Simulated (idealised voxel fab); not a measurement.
Process module under the name voxel self aligned vias
Cross-section cut: width 250 nm, square cells of 5 nm.
If you're reading a cross-section in this doc, picture square cells in a grid; it comes to you as bands, top ones listed first down to the bottom, and a band can be one or more rows of cells. Band: top and bottom heights (nm) first, top before bottom; then materials from left to right, widths in nm. "edge to edge" marks a sole material filling the band edge to edge. "blank" denotes empty space. It should be noted that heights are counted from 0, beneath which the wafer as supplied is of one material throughout, and that the lowest band possesses no lower boundary but continues downward, as written in "from 0 down". Read "30->40" as a graded width: first number on top, second number at the bottom, same change between each pair of neighbouring rows. Basically "remained the same" means that step didn't change any cell in the cross-section. Closed empty spaces (no open way to the top) of 8 cells or more are what "Closed void register" lists, each as width x height at distance from the left edge, nm for all three. Anything after a step's settings on that line? It's the simulator's own note about the step. The line of a step may include "overlay nm". On a step with a mask, this value is how far to the right of its planned place the mask lay. A negative value means the mask lay to the left.

**List of planned process steps**
1. RECEIVE with material Si
2. CONFORMAL_DEP with material SiO2, thk nm 15
3. CONFORMAL_DEP with material SiCN, thk nm 5
4. DIRECTIONAL_DEP with material SiO2, thk nm 25
5. MASKED_ETCH with tone open, mask id LINES, width nm 25, pitch nm 65, etch materials SiO2, depth nm 25, overlay nm 0
6. CONFORMAL_DEP with material TiN, thk nm 5
7. FILL_DEP with material W, thk nm 5
8. CMP with height nm 45
9. SELECTIVE_ETCH with etch materials W Ru TiN, depth nm 10
10. FILL_DEP with material SiN, thk nm 10
11. CMP with height nm 45
12. DIRECTIONAL_DEP with material SiO2, thk nm 20
13. MASKED_ETCH with tone open, mask id VIAS, width nm 35, pitch nm 65, etch materials SiO2, depth nm 20, overlay nm 0
14. MASKED_ETCH with tone open, mask id VIAS, width nm 35, pitch nm 65, etch materials SiN, depth nm 10, overlay nm 0
15. CONFORMAL_DEP with material TiN, thk nm 5
16. FILL_DEP with material W, thk nm 10
17. CMP with height nm 65
18. CONFORMAL_DEP with material SiN, thk nm 5

**The first of the two wafers, which ran as planned**

**Step 1 complete: cross-section of the wafer as received**
* from 0 down | Si edge to edge
* Closed void register: none

**Presented here is a cross-section of the wafer after step 2 has been performed**
* from 15 to 0 | SiO2 edge to edge
* Below 0, the layers are the same as they were.

**Presented here is a cross-section of the wafer after step 3 has been performed**
* from 20 to 15 | SiCN edge to edge
* Below 15, the layers are the same as they were.

**Presented here is a cross-section of the wafer after step 4 has been performed**
* from 45 to 20 | SiO2 edge to edge
* Below 20, the layers are the same as they were.

**Presented here is a cross-section of the wafer after step 5 has been performed**
* from 45 to 20 | 80 nm SiO2 / 25 nm blank / 40 nm SiO2 / 25 nm blank / 80 nm SiO2
* Below 20, the layers are the same as they were.

**Presented here is a cross-section of the wafer after step 6 has been performed**
* from 50 to 45 | 85 nm TiN / 15 nm blank / 50 nm TiN / 15 nm blank / 85 nm TiN
* from 45 to 25 | 80 nm SiO2 / 5 nm TiN / 15 nm blank / 5 nm TiN / 40 nm SiO2 / 5 nm TiN / 15 nm blank / 5 nm TiN / 80 nm SiO2
* from 25 to 20 | 80 nm SiO2 / 25 nm TiN / 40 nm SiO2 / 25 nm TiN / 80 nm SiO2
* Below 20, the layers are the same as they were.

**Presented here is a cross-section of the wafer after step 7 has been performed**
* from 55 to 50 | W edge to edge
* from 50 to 45 | 85 nm TiN / 15 nm W / 50 nm TiN / 15 nm W / 85 nm TiN
* from 45 to 25 | 80 nm SiO2 / 5 nm TiN / 15 nm W / 5 nm TiN / 40 nm SiO2 / 5 nm TiN / 15 nm W / 5 nm TiN / 80 nm SiO2
* Below 25, the layers are the same as they were.

**Presented here is a cross-section of the wafer after step 8 has been performed**
* from 45 to 25 | 80 nm SiO2 / 5 nm TiN / 15 nm W / 5 nm TiN / 40 nm SiO2 / 5 nm TiN / 15 nm W / 5 nm TiN / 80 nm SiO2
* Below 25, the layers are the same as they were.

**Presented here is a cross-section of the wafer after step 9 has been performed**
* from 45 to 35 | 80 nm SiO2 / 25 nm blank / 40 nm SiO2 / 25 nm blank / 80 nm SiO2
* Below 35, the layers are the same as they were.

**Presented here is a cross-section of the wafer after step 10 has been performed**
* from 55 to 45 | SiN edge to edge
* from 45 to 35 | 80 nm SiO2 / 25 nm SiN / 40 nm SiO2 / 25 nm SiN / 80 nm SiO2
* Below 35, the layers are the same as they were.

**Presented here is a cross-section of the wafer after step 11 has been performed**
* from 45 to 35 | 80 nm SiO2 / 25 nm SiN / 40 nm SiO2 / 25 nm SiN / 80 nm SiO2
* Below 35, the layers are the same as they were.

**Presented here is a cross-section of the wafer after step 12 has been performed**
* from 65 to 45 | SiO2 edge to edge
* Below 45, the layers are the same as they were.

**Presented here is a cross-section of the wafer after step 13 has been performed**
* from 65 to 45 | 75 nm SiO2 / 35 nm blank / 30 nm SiO2 / 35 nm blank / 75 nm SiO2
* Below 45, the layers are the same as they were.

**Presented here is a cross-section of the wafer after step 14 has been performed**
* from 65 to 45 | 75 nm SiO2 / 35 nm blank / 30 nm SiO2 / 35 nm blank / 75 nm SiO2
* from 45 to 35 | 80 nm SiO2 / 25 nm blank / 40 nm SiO2 / 25 nm blank / 80 nm SiO2
* Below 35, the layers are the same as they were.

**Presented here is a cross-section of the wafer after step 15 has been performed**
* from 70 to 65 | 80 nm TiN / 25 nm blank / 40 nm TiN / 25 nm blank / 80 nm TiN
* from 65 to 50 | 75 nm SiO2 / 5 nm TiN / 25 nm blank / 5 nm TiN / 30 nm SiO2 / 5 nm TiN / 25 nm blank / 5 nm TiN / 75 nm SiO2
* from 50 to 40 | 75->80 nm SiO2 / 10->5 nm TiN / 15 nm blank / 10->5 nm TiN / 30->40 nm SiO2 / 10->5 nm TiN / 15 nm blank / 10->5 nm TiN / 75->80 nm SiO2
* from 40 to 35 | 80 nm SiO2 / 25 nm TiN / 40 nm SiO2 / 25 nm TiN / 80 nm SiO2
* Below 35, the layers are the same as they were.

**Presented here is a cross-section of the wafer after step 16 has been performed**
* from 80 to 70 | W edge to edge
* from 70 to 65 | 80 nm TiN / 25 nm W / 40 nm TiN / 25 nm W / 80 nm TiN
* from 65 to 50 | 75 nm SiO2 / 5 nm TiN / 25 nm W / 5 nm TiN / 30 nm SiO2 / 5 nm TiN / 25 nm W / 5 nm TiN / 75 nm SiO2
* from 50 to 40 | 75->80 nm SiO2 / 10->5 nm TiN / 15 nm W / 10->5 nm TiN / 30->40 nm SiO2 / 10->5 nm TiN / 15 nm W / 10->5 nm TiN / 75->80 nm SiO2
* Below 40, the layers are the same as they were.

**Presented here is a cross-section of the wafer after step 17 has been performed**
* from 65 to 50 | 75 nm SiO2 / 5 nm TiN / 25 nm W / 5 nm TiN / 30 nm SiO2 / 5 nm TiN / 25 nm W / 5 nm TiN / 75 nm SiO2
* Below 50, the layers are the same as they were.

**Presented here is a cross-section of the wafer after step 18 has been performed**
* from 70 to 65 | SiN edge to edge
* Below 65, the layers are the same as they were.

**Wafer two: like wafer one in start and plan, but with one mistake in execution; identical up to and including step 4**

**Second wafer, cut view, end of step 5 per plan**
* from 45 to 20 | 70 nm SiO2 / 25 nm blank / 40 nm SiO2 / 25 nm blank / 90 nm SiO2
* Below 20, the layers are the same as they were.

**Second wafer, cut view, end of step 6 per plan**
* from 50 to 45 | 75 nm TiN / 15 nm blank / 50 nm TiN / 15 nm blank / 95 nm TiN
* from 45 to 25 | 70 nm SiO2 / 5 nm TiN / 15 nm blank / 5 nm TiN / 40 nm SiO2 / 5 nm TiN / 15 nm blank / 5 nm TiN / 90 nm SiO2
* from 25 to 20 | 70 nm SiO2 / 25 nm TiN / 40 nm SiO2 / 25 nm TiN / 90 nm SiO2
* Below 20, the layers are the same as they were.

**Second wafer, cut view, end of step 7 per plan**
* from 55 to 50 | W edge to edge
* from 50 to 45 | 75 nm TiN / 15 nm W / 50 nm TiN / 15 nm W / 95 nm TiN
* from 45 to 25 | 70 nm SiO2 / 5 nm TiN / 15 nm W / 5 nm TiN / 40 nm SiO2 / 5 nm TiN / 15 nm W / 5 nm TiN / 90 nm SiO2
* Below 25, the layers are the same as they were.

**Second wafer, cut view, end of step 8 per plan**
* from 45 to 25 | 70 nm SiO2 / 5 nm TiN / 15 nm W / 5 nm TiN / 40 nm SiO2 / 5 nm TiN / 15 nm W / 5 nm TiN / 90 nm SiO2
* Below 25, the layers are the same as they were.

**Second wafer, cut view, end of step 9 per plan**
* from 45 to 35 | 70 nm SiO2 / 25 nm blank / 40 nm SiO2 / 25 nm blank / 90 nm SiO2
* Below 35, the layers are the same as they were.

**Second wafer, cut view, end of step 10 per plan**
* from 55 to 45 | SiN edge to edge
* from 45 to 35 | 70 nm SiO2 / 25 nm SiN / 40 nm SiO2 / 25 nm SiN / 90 nm SiO2
* Below 35, the layers are the same as they were.

**Second wafer, cut view, end of step 11 per plan**
* from 45 to 35 | 70 nm SiO2 / 25 nm SiN / 40 nm SiO2 / 25 nm SiN / 90 nm SiO2
* Below 35, the layers are the same as they were.

**Second wafer, cut view, end of step 12 per plan**
* from 65 to 45 | SiO2 edge to edge
* Below 45, the layers are the same as they were.

**Second wafer, cut view, end of step 13 per plan**
* from 65 to 45 | 75 nm SiO2 / 35 nm blank / 30 nm SiO2 / 35 nm blank / 75 nm SiO2
* Below 45, the layers are the same as they were.

**Second wafer, cut view, end of step 14 per plan**
* from 65 to 45 | 75 nm SiO2 / 35 nm blank / 30 nm SiO2 / 35 nm blank / 75 nm SiO2
* from 45 to 35 | 70 nm SiO2 / 5 nm SiN / 20 nm blank / 40 nm SiO2 / 5 nm SiN / 20 nm blank / 90 nm SiO2
* Below 35, the layers are the same as they were.

**Second wafer, cut view, end of step 15 per plan**
* from 70 to 65 | 80 nm TiN / 25 nm blank / 40 nm TiN / 25 nm blank / 80 nm TiN
* from 65 to 50 | 75 nm SiO2 / 5 nm TiN / 25 nm blank / 5 nm TiN / 30 nm SiO2 / 5 nm TiN / 25 nm blank / 5 nm TiN / 75 nm SiO2
* from 50 to 45 | 75 nm SiO2 / 5 nm TiN / 10 nm blank / 20 nm TiN / 30 nm SiO2 / 5 nm TiN / 10 nm blank / 20 nm TiN / 75 nm SiO2
* from 45 to 40 | 70 nm SiO2 / 5 nm SiN / 5 nm TiN / 10 nm blank / 5 nm TiN / 40 nm SiO2 / 5 nm SiN / 5 nm TiN / 10 nm blank / 5 nm TiN / 90 nm SiO2
* from 40 to 35 | 70 nm SiO2 / 5 nm SiN / 20 nm TiN / 40 nm SiO2 / 5 nm SiN / 20 nm TiN / 90 nm SiO2
* Below 35, the layers are the same as they were.

**Second wafer, cut view, end of step 16 per plan**
* from 80 to 70 | W edge to edge
* from 70 to 65 | 80 nm TiN / 25 nm W / 40 nm TiN / 25 nm W / 80 nm TiN
* from 65 to 50 | 75 nm SiO2 / 5 nm TiN / 25 nm W / 5 nm TiN / 30 nm SiO2 / 5 nm TiN / 25 nm W / 5 nm TiN / 75 nm SiO2
* from 50 to 45 | 75 nm SiO2 / 5 nm TiN / 10 nm W / 20 nm TiN / 30 nm SiO2 / 5 nm TiN / 10 nm W / 20 nm TiN / 75 nm SiO2
* from 45 to 40 | 70 nm SiO2 / 5 nm SiN / 5 nm TiN / 10 nm W / 5 nm TiN / 40 nm SiO2 / 5 nm SiN / 5 nm TiN / 10 nm W / 5 nm TiN / 90 nm SiO2
* Below 40, the layers are the same as they were.

**Second wafer, cut view, end of step 17 per plan**
* from 65 to 50 | 75 nm SiO2 / 5 nm TiN / 25 nm W / 5 nm TiN / 30 nm SiO2 / 5 nm TiN / 25 nm W / 5 nm TiN / 75 nm SiO2
* Below 50, the layers are the same as they were.

**Second wafer, cut view, end of step 18 per plan**
* from 70 to 65 | SiN edge to edge
* Below 65, the layers are the same as they were.
Error vs. plan: step 5 ran differently from the plan; actual operation with settings: MASKED_ETCH with tone open, mask id LINES, width nm 25, pitch nm 65, etch materials SiO2, depth nm 25, overlay nm -10
Heads up, by the end the second wafer has more or fewer cells of some materials compared to the first: SiN: 4 more | W: 4 fewer
